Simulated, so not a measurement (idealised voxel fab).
Presented below is a process module, voxel self aligned vias.
Pictured: cross-section cut, 145 nm wide, on a grid of 5 nm square cells.
Throughout this document, each cross-section is represented as a grid of square cells and is presented as a sequence of bands enumerated from the top downward, where a band comprises one or more rows of cells. Basically the band line says how high the top is and how high the bottom is, in nm, and then what's in it from left to right, every material with its width in nm. Empty space shows up as "blank", and if a single material carries "full width" it runs the full band edge to edge. Below 0: as-received wafer, all one material; heights counted from there. Lowest band: no bottom, goes on down, written "top 0, no bottom". A two-number width, for instance "30->40", indicates that the width is equal to the first number in the top row of the band and to the second number in the bottom row, and that it changes by a constant amount per row of cells. "nothing got changed" -> step changed no cross-section cell. "Closed void list" specifies each empty space that is not open to the top and that occupies no fewer than 8 cells, using the form width x height at distance, the distance measured from the left edge and all three quantities in nm. The remark found on a step's line after its settings is issued by the simulator itself and pertains to that step. The setting "overlay nm" may be written on the line of a step. When the step uses a mask, the value reports how far to the right of the planned place the mask lay, and a negative value reports that it lay to the left.
[Planned process steps]
1: RECEIVE (material Si)
2: CONFORMAL_DEP (material SiO2; thk nm 15)
3: CONFORMAL_DEP (material SiCN; thk nm 5)
4: DIRECTIONAL_DEP (material SiO2; thk nm 20)
5: PATTERN (tone open; mask id LINES; material resist; width nm 20; pitch nm 50; thk nm 20; overlay nm 0)
6: DIRECTIONAL_ETCH (etch materials SiO2; depth nm 20)
7: STRIP (etch materials resist)
8: CONFORMAL_DEP (material TiN; thk nm 5)
9: FILL_DEP (material Ru; thk nm 10)
10: CMP (height nm 40)
11: SELECTIVE_ETCH (etch materials W Ru TiN; depth nm 5)
12: FILL_DEP (material SiN; thk nm 5)
13: CMP (height nm 40)
14: DIRECTIONAL_DEP (material SiO2; thk nm 15)
15: PATTERN (tone open; mask id VIAS; material resist; width nm 30; pitch nm 50; thk nm 20; overlay nm 0)
16: DIRECTIONAL_ETCH (etch materials SiO2; depth nm 15)
17: DIRECTIONAL_ETCH (etch materials SiN; depth nm 5)
18: STRIP (etch materials resist)
19: CONFORMAL_DEP (material TiN; thk nm 5)
20: FILL_DEP (material W; thk nm 10)
21: CMP (height nm 55)
22: CONFORMAL_DEP (material SiCN; thk nm 5)
[So this is the incoming wafer in cross-section - it's already been through step 1]
> top 0, no bottom: Si full width
> Closed void list: none
[Here's the wafer cut in cross-section after the module, started and planned just like above, except one thing was done wrong in the run]
> top 60, bottom 55: SiCN full width
> top 55, bottom 45: SiO2 30 | TiN 5 | W 20 | TiN 5 | SiO2 20 | TiN 5 | W 20 | TiN 5 | SiO2 35
> top 45, bottom 40: SiO2 30 | TiN 30 | SiO2 20 | TiN 30 | SiO2 35
> top 40, bottom 35: SiN 30 | TiN 5 | SiO2 20 | TiN 5 | SiN 20 | TiN 5 | SiO2 20 | TiN 5 | SiN 35
> top 35, bottom 25: Ru 30 | TiN 5 | SiO2 20 | TiN 5 | Ru 20 | TiN 5 | SiO2 20 | TiN 5 | Ru 35
> top 25, bottom 20: TiN 35 | SiO2 20 | TiN 30 | SiO2 20 | TiN 40
> top 20, bottom 15: SiCN full width
> top 15, bottom 0: SiO2 full width
> top 0, no bottom: Si full width
> Closed void list: none
Deviation from plan: off-plan run, step 5, actual operation and settings PATTERN (tone cover; mask id LINES; material resist; width nm 20; pitch nm 50; thk nm 20; overlay nm 0)
